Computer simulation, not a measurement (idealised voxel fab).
Herein follows the process module entitled voxel double patterning.
Displayed cross-section: cut, width of 235 nm, square cells sized 5 nm.
Bands, listed from the top down, are how a cross-section gets written in this document; the cross-section itself is a grid of square cells, and a band is one or more rows of them.
Top, bottom (nm), then materials left to right with widths (nm); lone material tagged "edge to edge" fills the whole band edge to edge; "empty" = empty space.
Basically, 0 is our baseline, since under it the wafer straight out of the box is all one material. The bottom band has no lower end and keeps on going down, so it looks like "0..down".
The two numbers in a width such as "30..40" mark its ends across the band: the first belongs to the top row of cells, the second to the bottom row, and from each row to the next the width moves by the same amount.
"nothing got changed" means the step left every cell of the cross-section as it was.
Each empty space that has no open way to the top and spans at least 8 cells appears under "Closed void listing" as width x height at distance, the distance counted from the left edge, all in nm.
It should be noted that, on the line of a given step, the content following the step's settings is a remark produced by the simulator itself with respect to that step.
overlay nm: mask offset rightward from planned place, masked step; negative means leftward offset.
[So here's the lineup of process steps we planned]
1: op RECEIVE | material Si
2: op CONFORMAL_DEP | material SiO2 | thk nm 5
3: op DIRECTIONAL_DEP | material W | thk nm 15
4: op DIRECTIONAL_DEP | material SiCN | thk nm 10
5: op PATTERN | tone open | mask id FIRST | material resist | width nm 15 | pitch nm 50 | thk nm 20 | overlay nm 0
6: op DIRECTIONAL_ETCH | etch materials SiCN | depth nm 5
7: op STRIP | etch materials resist
8: op MASKED_ETCH | tone open | mask id SECOND | width nm 15 | pitch nm 50 | etch materials SiCN | depth nm 10 | overlay nm 0
9: op DIRECTIONAL_ETCH | etch materials W | depth nm 15
10: op STRIP | etch materials SiCN
Wafers differ in depth nm at step 6; plan lists the first wafer's value; identical starting state.
[Here's the first of the wafers in cross-section, just as we got it, i.e. after step 1]
  0..down  Si edge to edge
  Closed void listing: none
[So in this table every wafer gets its own row, and what you see is where it stands at the end of the module: for each material, how many cells it picked up (+) or gave up (-) since we received it, and after that its closed voids]
depth nm 5; +47 SiO2; +123 W; Closed void listing: none
depth nm 10; +47 SiO2; +96 W; Closed void listing: none
depth nm 15; +47 SiO2; +96 W; Closed void listing: none
depth nm 20; +47 SiO2; +96 W; Closed void listing: none
depth nm 25; +47 SiO2; +96 W; Closed void listing: none
